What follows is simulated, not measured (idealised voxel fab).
You're looking at the process module voxel released beams.
Each square cell in cross-section cut measures 5 nm, and the section as a whole is 270 nm wide.
A cross-section is written here as square cells arranged in a grid, and it is given in bands from the top down, each band taking up one or more rows of cells.
Band entry format. Leading values: height of top, height of bottom, nm. Remainder: materials in left-to-right order, each with its width in nm. Special words: "edge to edge" on a single material, which then fills the band edge to edge; "air", empty space.
Beneath 0, the wafer as received is one material, and that level is where height counting begins. The lowest band goes on downward without a bottom; it is written like "0..down".
It should be noted that a width expressed as "30 to 40" varies in equal increments from row to row of cells within the band, taking the value of the first number at the top row and that of the second number at the bottom row.
"stayed the same" after a step means that no cell of the cross-section changed.
"Voids, fully enclosed" specifies each empty space that is not open to the top and that occupies no fewer than 8 cells, using the form width x height at distance, the distance measured from the left edge and all three quantities in nm.
Post-settings text on a step line: simulator's own remark regarding the step.
The optional step-line setting "overlay nm" applies to steps with a mask and quantifies how far to the right of its planned location the mask lay, a negative value indicating leftward placement.
SO HERE'S THE LINEUP OF PROCESS STEPS WE PLANNED
1: RECEIVE, material Si
2: CONFORMAL_DEP, material Al2O3, thk nm 10
3: DIRECTIONAL_DEP, material SiO2, thk nm 15
4: MASKED_ETCH, tone open, mask id ANCHOR, width nm 30, etch materials SiO2, depth nm 15, overlay nm 0
5: CONFORMAL_DEP, material polySi, thk nm 10
6: MASKED_ETCH, tone cover, mask id BEAM, width nm 115, etch materials polySi, depth nm 10, overlay nm 0
7: STRIP, etch materials SiO2
CROSS-SECTION OF THE WAFER AT RECEIPT, WHICH IS THE CONDITION AFTER STEP 1
0..down: Si edge to edge
Voids, fully enclosed: none
CROSS-SECTION: FIRST OF TWO WAFERS, MODULE FINISHED, RUN ACCORDING TO PLAN
35..25: air=75; polySi=15; air=10; polySi=90; air=80
25..20: air=80; polySi=10; air=10; polySi=10; air=160
20..10: air=80; polySi=30; air=160
10..0: Al2O3 edge to edge
0..down: Si edge to edge
Voids, fully enclosed: none
END-OF-MODULE CROSS-SECTION OF THE SECOND WAFER: IDENTICAL STARTING POINT AND PROCESS PLAN TO THE FIRST, WITH ONE PROCESSING MISTAKE
20..10: air=75; polySi=115; air=80
10..0: Al2O3 edge to edge
0..down: Si edge to edge
Voids, fully enclosed: none
Plan not followed: plan step 3 never ran because it was skipped
End of process, cell counts, second wafer against first, materials with more or fewer: polySi -12
